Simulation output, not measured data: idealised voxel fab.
process module | voxel self aligned contacts
cross-section cut | 240 nm wide | cells 5 nm
A cross-section is a grid of square cells, given in bands from the top down. A band is one or more rows of cells.
Each band's line starts with the height of the band's top and of its bottom, in nm. Then come its materials from left to right, each with its width in nm. One material with "throughout" fills the band from edge to edge. "air" is empty space.
Height 0 is the level under which the wafer as received is all one material. The lowest band goes on downwards, as in "0 down".
A width such as "30 to 40" changes by the same amount from each row of cells to the next, from the band's top row to its bottom row.
"no change" after a step means that no cell of the cross-section changed.
closed voids: empty space of 8 cells or more with no open way to the top, each as width x height at its distance from the left edge, in nm
after a step's settings: what the simulator itself notes on the step
overlay nm, on a step with a mask: how far to the right of its planned place the mask lay; to the left if negative
plan
1 op RECEIVE | material Si
2 op OXIDIZE | depth nm 5
3 op DIRECTIONAL_DEP | material polySi | thk nm 20
4 op DIRECTIONAL_DEP | material SiN | thk nm 20
5 op PATTERN | tone cover | mask id GATE | material resist | width nm 35 | pitch nm 75 | thk nm 20 | overlay nm 0
6 op DIRECTIONAL_ETCH | etch materials SiN | depth nm 20
7 op DIRECTIONAL_ETCH | etch materials polySi | depth nm 20
8 op STRIP | etch materials resist
9 op CONFORMAL_DEP | material SiN | thk nm 10
10 op DIRECTIONAL_ETCH | etch materials SiN | depth nm 10
11 op FILL_DEP | material SiO2 | thk nm 15
12 op CMP | height nm 45
13 op MASKED_ETCH | tone open | mask id CONTACT | width nm 50 | pitch nm 75 | etch materials SiO2 | depth nm 50 | overlay nm 0
14 op CONFORMAL_DEP | material TiN | thk nm 5
15 op FILL_DEP | material W | thk nm 5
16 op CMP | height nm 45
17 op CONFORMAL_DEP | material SiN | thk nm 5
as received, after step 1
  0 down: Si throughout
  closed voids: none
first wafer at the end, as planned
  50 to 45: SiN throughout
  45 to 40: SiO2 55 | TiN 20 | W 10 | TiN 20 | SiO2 25 | TiN 20 | W 10 | TiN 20 | SiO2 60
  40 to 20: SiO2 15 | SiN 55 | TiN 5 | W 10 | TiN 5 | SiN 55 | TiN 5 | W 10 | TiN 5 | SiN 55 | SiO2 20
  20 to 0: SiO2 15 | SiN 10 | polySi 35 | SiN 10 | TiN 5 | W 10 | TiN 5 | SiN 10 | polySi 35 | SiN 10 | TiN 5 | W 10 | TiN 5 | SiN 10 | polySi 35 | SiN 10 | SiO2 20
  0 to -5: SiO2 70 | TiN 20 | SiO2 55 | TiN 20 | SiO2 75
  -5 down: Si throughout
  closed voids: none
second wafer at the end: like start, like plan, one mistake
  50 to 45: SiN throughout
  45 to 40: SiO2 15 | SiN 55 | TiN 20 | SiN 55 | TiN 20 | SiN 55 | SiO2 20
  40 to 20: SiN throughout
  20 to 0: polySi throughout
  0 to -5: SiO2 throughout
  -5 down: Si throughout
  closed voids: none
what went wrong: step 4 was run twice
at the end the second wafer has, in cells: 45 more of SiN | 69 fewer of SiO2 | 48 fewer of TiN | 36 fewer of W | 108 more of polySi
